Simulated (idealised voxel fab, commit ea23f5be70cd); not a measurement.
The process module presented herein is designated voxel self aligned contacts.
Square cell edge 5 nm, section width 255 nm, ID cut.
The cross-sections in this document take the form of a grid made of square cells. They are written out as bands, in order from top to bottom. Each band consists of one or more rows of cells.
Heads up on the band format: heights come first, top then bottom, in nm. After that it's the materials left to right, each with its width in nm. A single material flagged "all across" fills the whole band edge to edge, and "empty" means there's empty space there.
Measure heights from 0. That's the level where, below it, the as-received wafer is all one material. The lowest band is bottomless and extends downward; write it as in "z 0 and below".
Per-row width for "30..40": begins at first number (top row of band), ends at second number (bottom row), increment between rows held constant.
Reading "all unchanged" for a step: not a cell of the cross-section changed in it.
Basically, "Enclosed void listing" tells you about the enclosed voids: empty spaces with no open way to the top, 8 cells or bigger, each written width x height at distance, where distance is from the left edge, all in nm.
Read whatever lies past the settings on a step's line as the simulator's own remark about the step.
"overlay nm" denotes, for a step that has a mask, the displacement of the mask to the right of its planned place, with negative values corresponding to the left.
Read each pair as before and after one process step. The after cross-section shows only down to the lowest band that changed. The step between them and its settings are given below the pair. Pairs can come from different runs of this module on the same starting wafer. A pair continues from the pair above only where its "Status quo ante" entry says so.
**Status quo ante**
  z 0 and below: Si all across
  Enclosed void listing: none
**Step Result**
  z 0 to -5: SiO2 all across
  Everything below -5 is unchanged.
  Enclosed void listing: none
Which operation links the two cross-sections above? OXIDIZE: depth nm 5
Status quo ante: as in the pair right above, post-step view.
**Step Result**
  z 25 to 0: polySi all across
  Everything below 0 is unchanged.
  Enclosed void listing: none
Which operation links the two cross-sections above? DIRECTIONAL_DEP: material polySi, thk nm 25
Status quo ante: as in the pair right above, post-step view.
**Step Result**
  z 45 to 25: SiN all across
  Everything below 25 is unchanged.
  Enclosed void listing: none
Which operation links the two cross-sections above? DIRECTIONAL_DEP: material SiN, thk nm 20
Status quo ante: as in the pair right above, post-step view.
**Step Result**
  z 45 to 25: 75 of empty | 35 of SiN | 35 of empty | 35 of SiN | 75 of empty
  Everything below 25 is unchanged.
  Enclosed void listing: none
Which operation links the two cross-sections above? MASKED_ETCH: tone cover, mask id GATE, width nm 35, pitch nm 70, etch materials SiN, depth nm 20, overlay nm 0
Status quo ante: as in the pair right above, post-step view.
**Step Result**
  z 45 to 25: 75 of empty | 35 of SiN | 35 of empty | 35 of SiN | 75 of empty
  z 25 to 0: 75 of empty | 35 of polySi | 35 of empty | 35 of polySi | 75 of empty
  Everything below 0 is unchanged.
  Enclosed void listing: none
Which operation links the two cross-sections above? MASKED_ETCH: tone cover, mask id GATE, width nm 35, pitch nm 70, etch materials polySi, depth nm 25, overlay nm 0
Status quo ante: as in the pair right above, post-step view.
**Step Result**
  z 50 to 25: 70 of empty | 45 of SiN | 25 of empty | 45 of SiN | 70 of empty
  z 25 to 5: 70 of empty | 5 of SiN | 35 of polySi | 5 of SiN | 25 of empty | 5 of SiN | 35 of polySi | 5 of SiN | 70 of empty
  z 5 to 0: 75 of SiN | 35 of polySi | 35 of SiN | 35 of polySi | 75 of SiN
  Everything below 0 is unchanged.
  Enclosed void listing: none
Which operation links the two cross-sections above? CONFORMAL_DEP: material SiN, thk nm 5
Status quo ante: as in the pair right above, post-step view.
**Step Result**
  z 45 to 25: 70 of empty | 45 of SiN | 25 of empty | 45 of SiN | 70 of empty
  z 25 to 0: 70 of empty | 5 of SiN | 35 of polySi | 5 of SiN | 25 of empty | 5 of SiN | 35 of polySi | 5 of SiN | 70 of empty
  Everything below 0 is unchanged.
  Enclosed void listing: none
Which operation links the two cross-sections above? DIRECTIONAL_ETCH: etch materials SiN, depth nm 5
Status quo ante: as in the pair right above, post-step view.
**Step Result**
  z 55 to 45: SiO2 all across
  z 45 to 25: 70 of SiO2 | 45 of SiN | 25 of SiO2 | 45 of SiN | 70 of SiO2
  z 25 to 0: 70 of SiO2 | 5 of SiN | 35 of polySi | 5 of SiN | 25 of SiO2 | 5 of SiN | 35 of polySi | 5 of SiN | 70 of SiO2
  Everything below 0 is unchanged.
  Enclosed void listing: none
Which operation links the two cross-sections above? FILL_DEP: material SiO2, thk nm 10
Status quo ante: as in the pair right above, post-step view.
**Step Result**
  z 50 to 45: SiO2 all across
  Everything below 45 is unchanged.
  Enclosed void listing: none
Which operation links the two cross-sections above? CMP: height nm 50
Status quo ante: as in the pair right above, post-step view.
**Step Result**
  z 60 to 50: aC all across
  Everything below 50 is unchanged.
  Enclosed void listing: none
Which operation links the two cross-sections above? DIRECTIONAL_DEP: material aC, thk nm 10
Status quo ante: as in the pair right above, post-step view.
**Step Result**
  z 90 to 60: 105 of resist | 45 of empty | 105 of resist
  Everything below 60 is unchanged.
  Enclosed void listing: none
Which operation links the two cross-sections above? PATTERN: tone open, mask id CONTACT, material resist, width nm 45, thk nm 30, overlay nm 0
Status quo ante: as in the pair right above, post-step view.
**Step Result**
  z 80 to 60: 105 of resist | 45 of empty | 105 of resist
  z 60 to 50: 105 of aC | 45 of empty | 105 of aC
  Everything below 50 is unchanged.
  Enclosed void listing: none
Which operation links the two cross-sections above? DIRECTIONAL_ETCH: etch materials aC, depth nm 10
Status quo ante: as in the pair right above, post-step view.
**Step Result**
  z 60 to 50: 105 of aC | 45 of empty | 105 of aC
  Everything below 50 is unchanged.
  Enclosed void listing: none
Which operation links the two cross-sections above? STRIP: etch materials resist
Status quo ante: as in the pair right above, post-step view.
**Step Result**
  z 60 to 50: 105 of aC | 45 of empty | 105 of aC
  z 50 to 45: 105 of SiO2 | 45 of empty | 105 of SiO2
  z 45 to 25: 70 of SiO2 | 45 of SiN | 25 of empty | 45 of SiN | 70 of SiO2
  z 25 to 0: 70 of SiO2 | 5 of SiN | 35 of polySi | 5 of SiN | 25 of empty | 5 of SiN | 35 of polySi | 5 of SiN | 70 of SiO2
  z 0 to -5: 115 of SiO2 | 25 of empty | 115 of SiO2
  Everything below -5 is unchanged.
  Enclosed void listing: none
Which operation links the two cross-sections above? DIRECTIONAL_ETCH: etch materials SiO2, depth nm 55
Status quo ante: as in the pair right above, post-step view.
**Step Result**
  z 50 to 45: 105 of SiO2 | 45 of empty | 105 of SiO2
  Everything below 45 is unchanged.
  Enclosed void listing: none
Which operation links the two cross-sections above? STRIP: etch materials aC
Status quo ante: as in the pair right above, post-step view.
**Step Result**
  z 55 to 50: 110 of TiN | 35 of empty | 110 of TiN
  z 50 to 45: 105 of SiO2 | 15 of TiN | 15 of empty | 15 of TiN | 105 of SiO2
  z 45 to 25: 70 of SiO2 | 45 of SiN | 5 of TiN | 15 of empty | 5 of TiN | 45 of SiN | 70 of SiO2
  z 25 to 0: 70 of SiO2 | 5 of SiN | 35 of polySi | 5 of SiN | 5 of TiN | 15 of empty | 5 of TiN | 5 of SiN | 35 of polySi | 5 of SiN | 70 of SiO2
  z 0 to -5: 115 of SiO2 | 25 of TiN | 115 of SiO2
  Everything below -5 is unchanged.
  Enclosed void listing: none
Which operation links the two cross-sections above? CONFORMAL_DEP: material TiN, thk nm 5
Status quo ante: as in the pair right above, post-step view.
**Step Result**
  z 60 to 55: W all across
  z 55 to 50: 110 of TiN | 35 of W | 110 of TiN
  z 50 to 45: 105 of SiO2 | 15 of TiN | 15 of W | 15 of TiN | 105 of SiO2
  z 45 to 25: 70 of SiO2 | 45 of SiN | 5 of TiN | 15 of W | 5 of TiN | 45 of SiN | 70 of SiO2
  z 25 to 0: 70 of SiO2 | 5 of SiN | 35 of polySi | 5 of SiN | 5 of TiN | 15 of W | 5 of TiN | 5 of SiN | 35 of polySi | 5 of SiN | 70 of SiO2
  Everything below 0 is unchanged.
  Enclosed void listing: none
Which operation links the two cross-sections above? FILL_DEP: material W, thk nm 5
Status quo ante: as in the pair right above, post-step view.
**Step Result**
  z 50 to 45: 105 of SiO2 | 15 of TiN | 15 of W | 15 of TiN | 105 of SiO2
  Everything below 45 is unchanged.
  Enclosed void listing: none
Which operation links the two cross-sections above? CMP: height nm 50
Status quo ante: as in the pair right above, post-step view.
**Step Result**
  z 55 to 50: SiCN all across
  Everything below 50 is unchanged.
  Enclosed void listing: none
Which operation links the two cross-sections above? CONFORMAL_DEP: material SiCN, thk nm 5
**Status quo ante**
  z 0 and below: Si all across
  Enclosed void listing: none
**Step Result**
  z 25 to 0: polySi all across
  Everything below 0 is unchanged.
  Enclosed void listing: none
Which operation links the two cross-sections above? DIRECTIONAL_DEP: material polySi, thk nm 25
Status quo ante: as in the pair right above, post-step view.
**Step Result**
  z 45 to 25: SiN all across
  Everything below 25 is unchanged.
  Enclosed void listing: none
Which operation links the two cross-sections above? DIRECTIONAL_DEP: material SiN, thk nm 20
Status quo ante: as in the pair right above, post-step view.
**Step Result**
  z 45 to 25: 75 of empty | 35 of SiN | 35 of empty | 35 of SiN | 75 of empty
  Everything below 25 is unchanged.
  Enclosed void listing: none
Which operation links the two cross-sections above? MASKED_ETCH: tone cover, mask id GATE, width nm 35, pitch nm 70, etch materials SiN, depth nm 20, overlay nm 0
Status quo ante: as in the pair right above, post-step view.
**Step Result**
  z 45 to 25: 75 of empty | 35 of SiN | 35 of empty | 35 of SiN | 75 of empty
  z 25 to 0: 75 of empty | 35 of polySi | 35 of empty | 35 of polySi | 75 of empty
  Everything below 0 is unchanged.
  Enclosed void listing: none
Which operation links the two cross-sections above? MASKED_ETCH: tone cover, mask id GATE, width nm 35, pitch nm 70, etch materials polySi, depth nm 25, overlay nm 0
Status quo ante: as in the pair right above, post-step view.
**Step Result**
  z 50 to 25: 70 of empty | 45 of SiN | 25 of empty | 45 of SiN | 70 of empty
  z 25 to 5: 70 of empty | 5 of SiN | 35 of polySi | 5 of SiN | 25 of empty | 5 of SiN | 35 of polySi | 5 of SiN | 70 of empty
  z 5 to 0: 75 of SiN | 35 of polySi | 35 of SiN | 35 of polySi | 75 of SiN
  Everything below 0 is unchanged.
  Enclosed void listing: none
Which operation links the two cross-sections above? CONFORMAL_DEP: material SiN, thk nm 5
Status quo ante: as in the pair right above, post-step view.
**Step Result**
  z 45 to 25: 70 of empty | 45 of SiN | 25 of empty | 45 of SiN | 70 of empty
  z 25 to 0: 70 of empty | 5 of SiN | 35 of polySi | 5 of SiN | 25 of empty | 5 of SiN | 35 of polySi | 5 of SiN | 70 of empty
  Everything below 0 is unchanged.
  Enclosed void listing: none
Which operation links the two cross-sections above? DIRECTIONAL_ETCH: etch materials SiN, depth nm 5
Status quo ante: as in the pair right above, post-step view.
**Step Result**
  z 55 to 45: SiO2 all across
  z 45 to 25: 70 of SiO2 | 45 of SiN | 25 of SiO2 | 45 of SiN | 70 of SiO2
  z 25 to 0: 70 of SiO2 | 5 of SiN | 35 of polySi | 5 of SiN | 25 of SiO2 | 5 of SiN | 35 of polySi | 5 of SiN | 70 of SiO2
  Everything below 0 is unchanged.
  Enclosed void listing: none
Which operation links the two cross-sections above? FILL_DEP: material SiO2, thk nm 10
Status quo ante: as in the pair right above, post-step view.
**Step Result**
  z 50 to 45: SiO2 all across
  Everything below 45 is unchanged.
  Enclosed void listing: none
Which operation links the two cross-sections above? CMP: height nm 50
Status quo ante: as in the pair right above, post-step view.
**Step Result**
  z 60 to 50: aC all across
  Everything below 50 is unchanged.
  Enclosed void listing: none
Which operation links the two cross-sections above? DIRECTIONAL_DEP: material aC, thk nm 10
Status quo ante: as in the pair right above, post-step view.
**Step Result**
  z 90 to 60: 105 of resist | 45 of empty | 105 of resist
  Everything below 60 is unchanged.
  Enclosed void listing: none
Which operation links the two cross-sections above? PATTERN: tone open, mask id CONTACT, material resist, width nm 45, thk nm 30, overlay nm 0
Status quo ante: as in the pair right above, post-step view.
**Step Result**
  z 80 to 60: 105 of resist | 45 of empty | 105 of resist
  z 60 to 50: 105 of aC | 45 of empty | 105 of aC
  Everything below 50 is unchanged.
  Enclosed void listing: none
Which operation links the two cross-sections above? DIRECTIONAL_ETCH: etch materials aC, depth nm 10
Status quo ante: as in the pair right above, post-step view.
**Step Result**
  z 60 to 50: 105 of aC | 45 of empty | 105 of aC
  Everything below 50 is unchanged.
  Enclosed void listing: none
Which operation links the two cross-sections above? STRIP: etch materials resist
Status quo ante: as in the pair right above, post-step view.
**Step Result**
  z 60 to 50: 105 of aC | 45 of empty | 105 of aC
  z 50 to 45: 105 of SiO2 | 45 of empty | 105 of SiO2
  z 45 to 25: 70 of SiO2 | 45 of SiN | 25 of empty | 45 of SiN | 70 of SiO2
  z 25 to 0: 70 of SiO2 | 5 of SiN | 35 of polySi | 5 of SiN | 25 of empty | 5 of SiN | 35 of polySi | 5 of SiN | 70 of SiO2
  Everything below 0 is unchanged.
  Enclosed void listing: none
Which operation links the two cross-sections above? DIRECTIONAL_ETCH: etch materials SiO2, depth nm 55
Status quo ante: as in the pair right above, post-step view.
**Step Result**
  z 50 to 45: 105 of SiO2 | 45 of empty | 105 of SiO2
  Everything below 45 is unchanged.
  Enclosed void listing: none
Which operation links the two cross-sections above? STRIP: etch materials aC
Status quo ante: as in the pair right above, post-step view.
**Step Result**
  z 55 to 50: 110 of TiN | 35 of empty | 110 of TiN
  z 50 to 45: 105 of SiO2 | 15 of TiN | 15 of empty | 15 of TiN | 105 of SiO2
  z 45 to 25: 70 of SiO2 | 45 of SiN | 5 of TiN | 15 of empty | 5 of TiN | 45 of SiN | 70 of SiO2
  z 25 to 5: 70 of SiO2 | 5 of SiN | 35 of polySi | 5 of SiN | 5 of TiN | 15 of empty | 5 of TiN | 5 of SiN | 35 of polySi | 5 of SiN | 70 of SiO2
  z 5 to 0: 70 of SiO2 | 5 of SiN | 35 of polySi | 5 of SiN | 25 of TiN | 5 of SiN | 35 of polySi | 5 of SiN | 70 of SiO2
  Everything below 0 is unchanged.
  Enclosed void listing: none
Which operation links the two cross-sections above? CONFORMAL_DEP: material TiN, thk nm 5
Status quo ante: as in the pair right above, post-step view.
**Step Result**
  z 60 to 55: W all across
  z 55 to 50: 110 of TiN | 35 of W | 110 of TiN
  z 50 to 45: 105 of SiO2 | 15 of TiN | 15 of W | 15 of TiN | 105 of SiO2
  z 45 to 25: 70 of SiO2 | 45 of SiN | 5 of TiN | 15 of W | 5 of TiN | 45 of SiN | 70 of SiO2
  z 25 to 5: 70 of SiO2 | 5 of SiN | 35 of polySi | 5 of SiN | 5 of TiN | 15 of W | 5 of TiN | 5 of SiN | 35 of polySi | 5 of SiN | 70 of SiO2
  Everything below 5 is unchanged.
  Enclosed void listing: none
Which operation links the two cross-sections above? FILL_DEP: material W, thk nm 5
Status quo ante: as in the pair right above, post-step view.
**Step Result**
  z 50 to 45: 105 of SiO2 | 15 of TiN | 15 of W | 15 of TiN | 105 of SiO2
  Everything below 45 is unchanged.
  Enclosed void listing: none
Which operation links the two cross-sections above? CMP: height nm 50
Status quo ante: as in the pair right above, post-step view.
**Step Result**
  z 55 to 50: SiCN all across
  Everything below 50 is unchanged.
  Enclosed void listing: none
Which operation links the two cross-sections above? CONFORMAL_DEP: material SiCN, thk nm 5
**Status quo ante**
  z 25 to 0: polySi all across
  z 0 to -5: SiO2 all across
  z -5 and below: Si all across
  Enclosed void listing: none
**Step Result**
  z 50 to 0: polySi all across
  Everything below 0 is unchanged.
  Enclosed void listing: none
Which operation links the two cross-sections above? DIRECTIONAL_DEP: material polySi, thk nm 25
Status quo ante: as in the pair right above, post-step view.
**Step Result**
  z 70 to 50: SiN all across
  Everything below 50 is unchanged.
  Enclosed void listing: none
Which operation links the two cross-sections above? DIRECTIONAL_DEP: material SiN, thk nm 20
Status quo ante: as in the pair right above, post-step view.
**Step Result**
  z 70 to 50: 75 of empty | 35 of SiN | 35 of empty | 35 of SiN | 75 of empty
  Everything below 50 is unchanged.
  Enclosed void listing: none
Which operation links the two cross-sections above? MASKED_ETCH: tone cover, mask id GATE, width nm 35, pitch nm 70, etch materials SiN, depth nm 20, overlay nm 0
Status quo ante: as in the pair right above, post-step view.
**Step Result**
  z 70 to 50: 75 of empty | 35 of SiN | 35 of empty | 35 of SiN | 75 of empty
  z 50 to 25: 75 of empty | 35 of polySi | 35 of empty | 35 of polySi | 75 of empty
  Everything below 25 is unchanged.
  Enclosed void listing: none
Which operation links the two cross-sections above? MASKED_ETCH: tone cover, mask id GATE, width nm 35, pitch nm 70, etch materials polySi, depth nm 25, overlay nm 0
Status quo ante: as in the pair right above, post-step view.
**Step Result**
  z 75 to 50: 70 of empty | 45 of SiN | 25 of empty | 45 of SiN | 70 of empty
  z 50 to 30: 70 of empty | 5 of SiN | 35 of polySi | 5 of SiN | 25 of empty | 5 of SiN | 35 of polySi | 5 of SiN | 70 of empty
  z 30 to 25: 75 of SiN | 35 of polySi | 35 of SiN | 35 of polySi | 75 of SiN
  Everything below 25 is unchanged.
  Enclosed void listing: none
Which operation links the two cross-sections above? CONFORMAL_DEP: material SiN, thk nm 5
Status quo ante: as in the pair right above, post-step view.
**Step Result**
  z 70 to 50: 70 of empty | 45 of SiN | 25 of empty | 45 of SiN | 70 of empty
  z 50 to 25: 70 of empty | 5 of SiN | 35 of polySi | 5 of SiN | 25 of empty | 5 of SiN | 35 of polySi | 5 of SiN | 70 of empty
  Everything below 25 is unchanged.
  Enclosed void listing: none
Which operation links the two cross-sections above? DIRECTIONAL_ETCH: etch materials SiN, depth nm 5
Status quo ante: as in the pair right above, post-step view.
**Step Result**
  z 80 to 70: SiO2 all across
  z 70 to 50: 70 of SiO2 | 45 of SiN | 25 of SiO2 | 45 of SiN | 70 of SiO2
  z 50 to 25: 70 of SiO2 | 5 of SiN | 35 of polySi | 5 of SiN | 25 of SiO2 | 5 of SiN | 35 of polySi | 5 of SiN | 70 of SiO2
  Everything below 25 is unchanged.
  Enclosed void listing: none
Which operation links the two cross-sections above? FILL_DEP: material SiO2, thk nm 10
Status quo ante: as in the pair right above, post-step view.
**Step Result**
  z 50 to 25: 70 of SiO2 | 5 of SiN | 35 of polySi | 5 of SiN | 25 of SiO2 | 5 of SiN | 35 of polySi | 5 of SiN | 70 of SiO2
  Everything below 25 is unchanged.
  Enclosed void listing: none
Which operation links the two cross-sections above? CMP: height nm 50
Status quo ante: as in the pair right above, post-step view.
**Step Result**
  z 60 to 50: aC all across
  Everything below 50 is unchanged.
  Enclosed void listing: none
Which operation links the two cross-sections above? DIRECTIONAL_DEP: material aC, thk nm 10
Status quo ante: as in the pair right above, post-step view.
**Step Result**
  z 90 to 60: 105 of resist | 45 of empty | 105 of resist
  Everything below 60 is unchanged.
  Enclosed void listing: none
Which operation links the two cross-sections above? PATTERN: tone open, mask id CONTACT, material resist, width nm 45, thk nm 30, overlay nm 0
Status quo ante: as in the pair right above, post-step view.
**Step Result**
  z 80 to 60: 105 of resist | 45 of empty | 105 of resist
  z 60 to 50: 105 of aC | 45 of empty | 105 of aC
  Everything below 50 is unchanged.
  Enclosed void listing: none
Which operation links the two cross-sections above? DIRECTIONAL_ETCH: etch materials aC, depth nm 10
Status quo ante: as in the pair right above, post-step view.
**Step Result**
  z 60 to 50: 105 of aC | 45 of empty | 105 of aC
  Everything below 50 is unchanged.
  Enclosed void listing: none
Which operation links the two cross-sections above? STRIP: etch materials resist
Status quo ante: as in the pair right above, post-step view.
**Step Result**
  z 60 to 50: 105 of aC | 45 of empty | 105 of aC
  z 50 to 25: 70 of SiO2 | 5 of SiN | 35 of polySi | 5 of SiN | 25 of empty | 5 of SiN | 35 of polySi | 5 of SiN | 70 of SiO2
  Everything below 25 is unchanged.
  Enclosed void listing: none
Which operation links the two cross-sections above? DIRECTIONAL_ETCH: etch materials SiO2, depth nm 55
Status quo ante: as in the pair right above, post-step view.
**Step Result**
  z 50 to 25: 70 of SiO2 | 5 of SiN | 35 of polySi | 5 of SiN | 25 of empty | 5 of SiN | 35 of polySi | 5 of SiN | 70 of SiO2
  Everything below 25 is unchanged.
  Enclosed void listing: none
Which operation links the two cross-sections above? STRIP: etch materials aC
Status quo ante: as in the pair right above, post-step view.
**Step Result**
  z 55 to 50: 120 of TiN | 15 of empty | 120 of TiN
  z 50 to 30: 70 of SiO2 | 5 of SiN | 35 of polySi | 5 of SiN | 5 of TiN | 15 of empty | 5 of TiN | 5 of SiN | 35 of polySi | 5 of SiN | 70 of SiO2
  z 30 to 25: 70 of SiO2 | 5 of SiN | 35 of polySi | 5 of SiN | 25 of TiN | 5 of SiN | 35 of polySi | 5 of SiN | 70 of SiO2
  Everything below 25 is unchanged.
  Enclosed void listing: none
Which operation links the two cross-sections above? CONFORMAL_DEP: material TiN, thk nm 5
Status quo ante: as in the pair right above, post-step view.
**Step Result**
  z 60 to 55: W all across
  z 55 to 50: 120 of TiN | 15 of W | 120 of TiN
  z 50 to 30: 70 of SiO2 | 5 of SiN | 35 of polySi | 5 of SiN | 5 of TiN | 15 of W | 5 of TiN | 5 of SiN | 35 of polySi | 5 of SiN | 70 of SiO2
  Everything below 30 is unchanged.
  Enclosed void listing: none
Which operation links the two cross-sections above? FILL_DEP: material W, thk nm 5
Status quo ante: as in the pair right above, post-step view.
**Step Result**
  z 50 to 30: 70 of SiO2 | 5 of SiN | 35 of polySi | 5 of SiN | 5 of TiN | 15 of W | 5 of TiN | 5 of SiN | 35 of polySi | 5 of SiN | 70 of SiO2
  Everything below 30 is unchanged.
  Enclosed void listing: none
Which operation links the two cross-sections above? CMP: height nm 50
Status quo ante: as in the pair right above, post-step view.
**Step Result**
  z 55 to 50: SiCN all across
  Everything below 50 is unchanged.
  Enclosed void listing: none
Which operation links the two cross-sections above? CONFORMAL_DEP: material SiCN, thk nm 5
**Status quo ante**
  z 25 to 0: polySi all across
  z 0 and below: Si all across
  Enclosed void listing: none
**Step Result**
  z 25 to 20: SiO2 all across
  Everything below 20 is unchanged.
  Enclosed void listing: none
Which operation links the two cross-sections above? OXIDIZE: depth nm 5
Status quo ante: as in the pair right above, post-step view.
**Step Result**
  z 45 to 25: SiN all across
  Everything below 25 is unchanged.
  Enclosed void listing: none
Which operation links the two cross-sections above? DIRECTIONAL_DEP: material SiN, thk nm 20
Status quo ante: as in the pair right above, post-step view.
**Step Result**
  z 45 to 25: 75 of empty | 35 of SiN | 35 of empty | 35 of SiN | 75 of empty
  Everything below 25 is unchanged.
  Enclosed void listing: none
Which operation links the two cross-sections above? MASKED_ETCH: tone cover, mask id GATE, width nm 35, pitch nm 70, etch materials SiN, depth nm 20, overlay nm 0
Status quo ante: as in the pair right above, post-step view.
**Step Result**
  z 50 to 30: 70 of empty | 45 of SiN | 25 of empty | 45 of SiN | 70 of empty
  z 30 to 25: SiN all across
  Everything below 25 is unchanged.
  Enclosed void listing: none
Which operation links the two cross-sections above? CONFORMAL_DEP: material SiN, thk nm 5
Status quo ante: as in the pair right above, post-step view.
**Step Result**
  z 45 to 25: 70 of empty | 45 of SiN | 25 of empty | 45 of SiN | 70 of empty
  Everything below 25 is unchanged.
  Enclosed void listing: none
Which operation links the two cross-sections above? DIRECTIONAL_ETCH: etch materials SiN, depth nm 5
Status quo ante: as in the pair right above, post-step view.
**Step Result**
  z 55 to 45: SiO2 all across
  z 45 to 25: 70 of SiO2 | 45 of SiN | 25 of SiO2 | 45 of SiN | 70 of SiO2
  Everything below 25 is unchanged.
  Enclosed void listing: none
Which operation links the two cross-sections above? FILL_DEP: material SiO2, thk nm 10
Status quo ante: as in the pair right above, post-step view.
**Step Result**
  z 50 to 45: SiO2 all across
  Everything below 45 is unchanged.
  Enclosed void listing: none
Which operation links the two cross-sections above? CMP: height nm 50
Status quo ante: as in the pair right above, post-step view.
**Step Result**
  z 60 to 50: aC all across
  Everything below 50 is unchanged.
  Enclosed void listing: none
Which operation links the two cross-sections above? DIRECTIONAL_DEP: material aC, thk nm 10
Status quo ante: as in the pair right above, post-step view.
**Step Result**
  z 90 to 60: 105 of resist | 45 of empty | 105 of resist
  Everything below 60 is unchanged.
  Enclosed void listing: none
Which operation links the two cross-sections above? PATTERN: tone open, mask id CONTACT, material resist, width nm 45, thk nm 30, overlay nm 0
Status quo ante: as in the pair right above, post-step view.
**Step Result**
  z 80 to 60: 105 of resist | 45 of empty | 105 of resist
  z 60 to 50: 105 of aC | 45 of empty | 105 of aC
  Everything below 50 is unchanged.
  Enclosed void listing: none
Which operation links the two cross-sections above? DIRECTIONAL_ETCH: etch materials aC, depth nm 10
Status quo ante: as in the pair right above, post-step view.
**Step Result**
  z 60 to 50: 105 of aC | 45 of empty | 105 of aC
  Everything below 50 is unchanged.
  Enclosed void listing: none
Which operation links the two cross-sections above? STRIP: etch materials resist
Status quo ante: as in the pair right above, post-step view.
**Step Result**
  z 60 to 50: 105 of aC | 45 of empty | 105 of aC
  z 50 to 45: 105 of SiO2 | 45 of empty | 105 of SiO2
  z 45 to 25: 70 of SiO2 | 45 of SiN | 25 of empty | 45 of SiN | 70 of SiO2
  z 25 to 20: 115 of SiO2 | 25 of empty | 115 of SiO2
  Everything below 20 is unchanged.
  Enclosed void listing: none
Which operation links the two cross-sections above? DIRECTIONAL_ETCH: etch materials SiO2, depth nm 55
Status quo ante: as in the pair right above, post-step view.
**Step Result**
  z 50 to 45: 105 of SiO2 | 45 of empty | 105 of SiO2
  Everything below 45 is unchanged.
  Enclosed void listing: none
Which operation links the two cross-sections above? STRIP: etch materials aC
Status quo ante: as in the pair right above, post-step view.
**Step Result**
  z 55 to 50: 110 of TiN | 35 of empty | 110 of TiN
  z 50 to 45: 105 of SiO2 | 15 of TiN | 15 of empty | 15 of TiN | 105 of SiO2
  z 45 to 25: 70 of SiO2 | 45 of SiN | 5 of TiN | 15 of empty | 5 of TiN | 45 of SiN | 70 of SiO2
  z 25 to 20: 115 of SiO2 | 25 of TiN | 115 of SiO2
  Everything below 20 is unchanged.
  Enclosed void listing: none
Which operation links the two cross-sections above? CONFORMAL_DEP: material TiN, thk nm 5
Status quo ante: as in the pair right above, post-step view.
**Step Result**
  z 60 to 55: W all across
  z 55 to 50: 110 of TiN | 35 of W | 110 of TiN
  z 50 to 45: 105 of SiO2 | 15 of TiN | 15 of W | 15 of TiN | 105 of SiO2
  z 45 to 25: 70 of SiO2 | 45 of SiN | 5 of TiN | 15 of W | 5 of TiN | 45 of SiN | 70 of SiO2
  Everything below 25 is unchanged.
  Enclosed void listing: none
Which operation links the two cross-sections above? FILL_DEP: material W, thk nm 5
Status quo ante: as in the pair right above, post-step view.
**Step Result**
  z 50 to 45: 105 of SiO2 | 15 of TiN | 15 of W | 15 of TiN | 105 of SiO2
  Everything below 45 is unchanged.
  Enclosed void listing: none
Which operation links the two cross-sections above? CMP: height nm 50
Status quo ante: as in the pair right above, post-step view.
**Step Result**
  z 55 to 50: SiCN all across
  Everything below 50 is unchanged.
  Enclosed void listing: none
Which operation links the two cross-sections above? CONFORMAL_DEP: material SiCN, thk nm 5
**Status quo ante**
  z 0 to -5: SiO2 all across
  z -5 and below: Si all across
  Enclosed void listing: none
**Step Result**
  z 35 to 0: polySi all across
  Everything below 0 is unchanged.
  Enclosed void listing: none
Which operation links the two cross-sections above? DIRECTIONAL_DEP: material polySi, thk nm 35
Status quo ante: as in the pair right above, post-step view.
**Step Result**
  z 55 to 35: SiN all across
  Everything below 35 is unchanged.
  Enclosed void listing: none
Which operation links the two cross-sections above? DIRECTIONAL_DEP: material SiN, thk nm 20
Status quo ante: as in the pair right above, post-step view.
**Step Result**
  z 55 to 35: 75 of empty | 35 of SiN | 35 of empty | 35 of SiN | 75 of empty
  Everything below 35 is unchanged.
  Enclosed void listing: none
Which operation links the two cross-sections above? MASKED_ETCH: tone cover, mask id GATE, width nm 35, pitch nm 70, etch materials SiN, depth nm 20, overlay nm 0
Status quo ante: as in the pair right above, post-step view.
**Step Result**
  z 55 to 35: 75 of empty | 35 of SiN | 35 of empty | 35 of SiN | 75 of empty
  z 35 to 10: 75 of empty | 35 of polySi | 35 of empty | 35 of polySi | 75 of empty
  Everything below 10 is unchanged.
  Enclosed void listing: none
Which operation links the two cross-sections above? MASKED_ETCH: tone cover, mask id GATE, width nm 35, pitch nm 70, etch materials polySi, depth nm 25, overlay nm 0
Status quo ante: as in the pair right above, post-step view.
**Step Result**
  z 60 to 35: 70 of empty | 45 of SiN | 25 of empty | 45 of SiN | 70 of empty
  z 35 to 15: 70 of empty | 5 of SiN | 35 of polySi | 5 of SiN | 25 of empty | 5 of SiN | 35 of polySi | 5 of SiN | 70 of empty
  z 15 to 10: 75 of SiN | 35 of polySi | 35 of SiN | 35 of polySi | 75 of SiN
  Everything below 10 is unchanged.
  Enclosed void listing: none
Which operation links the two cross-sections above? CONFORMAL_DEP: material SiN, thk nm 5
Status quo ante: as in the pair right above, post-step view.
**Step Result**
  z 55 to 35: 70 of empty | 45 of SiN | 25 of empty | 45 of SiN | 70 of empty
  z 35 to 10: 70 of empty | 5 of SiN | 35 of polySi | 5 of SiN | 25 of empty | 5 of SiN | 35 of polySi | 5 of SiN | 70 of empty
  Everything below 10 is unchanged.
  Enclosed void listing: none
Which operation links the two cross-sections above? DIRECTIONAL_ETCH: etch materials SiN, depth nm 5
Status quo ante: as in the pair right above, post-step view.
**Step Result**
  z 65 to 55: SiO2 all across
  z 55 to 35: 70 of SiO2 | 45 of SiN | 25 of SiO2 | 45 of SiN | 70 of SiO2
  z 35 to 10: 70 of SiO2 | 5 of SiN | 35 of polySi | 5 of SiN | 25 of SiO2 | 5 of SiN | 35 of polySi | 5 of SiN | 70 of SiO2
  Everything below 10 is unchanged.
  Enclosed void listing: none
Which operation links the two cross-sections above? FILL_DEP: material SiO2, thk nm 10
Status quo ante: as in the pair right above, post-step view.
**Step Result**
  z 50 to 35: 70 of SiO2 | 45 of SiN | 25 of SiO2 | 45 of SiN | 70 of SiO2
  Everything below 35 is unchanged.
  Enclosed void listing: none
Which operation links the two cross-sections above? CMP: height nm 50
Status quo ante: as in the pair right above, post-step view.
**Step Result**
  z 60 to 50: aC all across
  Everything below 50 is unchanged.
  Enclosed void listing: none
Which operation links the two cross-sections above? DIRECTIONAL_DEP: material aC, thk nm 10
Status quo ante: as in the pair right above, post-step view.
**Step Result**
  z 90 to 60: 105 of resist | 45 of empty | 105 of resist
  Everything below 60 is unchanged.
  Enclosed void listing: none
Which operation links the two cross-sections above? PATTERN: tone open, mask id CONTACT, material resist, width nm 45, thk nm 30, overlay nm 0
Status quo ante: as in the pair right above, post-step view.
**Step Result**
  z 80 to 60: 105 of resist | 45 of empty | 105 of resist
  z 60 to 50: 105 of aC | 45 of empty | 105 of aC
  Everything below 50 is unchanged.
  Enclosed void listing: none
Which operation links the two cross-sections above? DIRECTIONAL_ETCH: etch materials aC, depth nm 10
